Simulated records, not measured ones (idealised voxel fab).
This is a process module. Its name is voxel trench capacitor.
The figure presents cross-section cut, which has a width of 250 nm and is divided into square cells with an edge length of 5 nm.
Cross-section layout: square cells on a grid; listed as bands, top to bottom; a band spans one or more cell rows. It is stipulated that each band's entry specify, in nanometres, the height of the top of the band and then that of its bottom, followed by the materials of the band in left-to-right sequence, each together with its width in nanometres. A single material marked by the word "full width" is understood to fill the band from edge to edge; the word "blank" is understood to denote empty space. Ref level 0: as-received wafer is one material below here. Bottom band extends down with no lower bound ("0..down"). Note: "30->40" means the width goes from the first number (top row of the band) to the second number (bottom row) in equal steps per row of cells. "remains unaltered" after a step means that no cell of the cross-section changed. Look at "Closed void table" for the closed voids: empty spaces with no open path to the top, sized 8 cells or up. Each is width x height at distance, distance from the left edge, all nm. What comes after the settings on a step's line is commentary from the simulator itself on that step. overlay nm: mask offset rightward from planned place, masked step; negative means leftward offset.
Process steps foreseen in the plan:
1) RECEIVE (material Si)
2) CONFORMAL_DEP (material SiN; thk nm 10)
3) DIRECTIONAL_DEP (material aC; thk nm 15)
4) PATTERN (tone open; mask id TRENCH; material resist; width nm 25; pitch nm 50; thk nm 35; overlay nm 0)
5) DIRECTIONAL_ETCH (etch materials aC; depth nm 15)
6) STRIP (etch materials resist)
7) DIRECTIONAL_ETCH (etch materials SiN; depth nm 10)
8) DIRECTIONAL_ETCH (etch materials Si; depth nm 25)
9) STRIP (etch materials aC)
10) CONFORMAL_DEP (material SiO2; thk nm 5)
11) FILL_DEP (material polySi; thk nm 5)
12) CMP (height nm 10)
Cross-section, incoming material, after step 1:
> 0..down = Si full width
> Closed void table: none
Cross-section at module end, one run error; start and plan unchanged from above:
> 10..0 = polySi 80 nm, SiO2 5 nm, SiN 25 nm, SiO2 5 nm, polySi 15 nm, SiO2 5 nm, SiN 25 nm, SiO2 5 nm, polySi 85 nm
> 0..-20 = polySi 80 nm, SiO2 5 nm, Si 25 nm, SiO2 5 nm, polySi 15 nm, SiO2 5 nm, Si 25 nm, SiO2 5 nm, polySi 85 nm
> -20..-25 = SiO2 85 nm, Si 25 nm, SiO2 25 nm, Si 25 nm, SiO2 90 nm
> -25..down = Si full width
> Closed void table: none
Run error: note that step 4 departed from the planned setting and was carried out as PATTERN (tone cover; mask id TRENCH; material resist; width nm 25; pitch nm 50; thk nm 35; overlay nm 0)
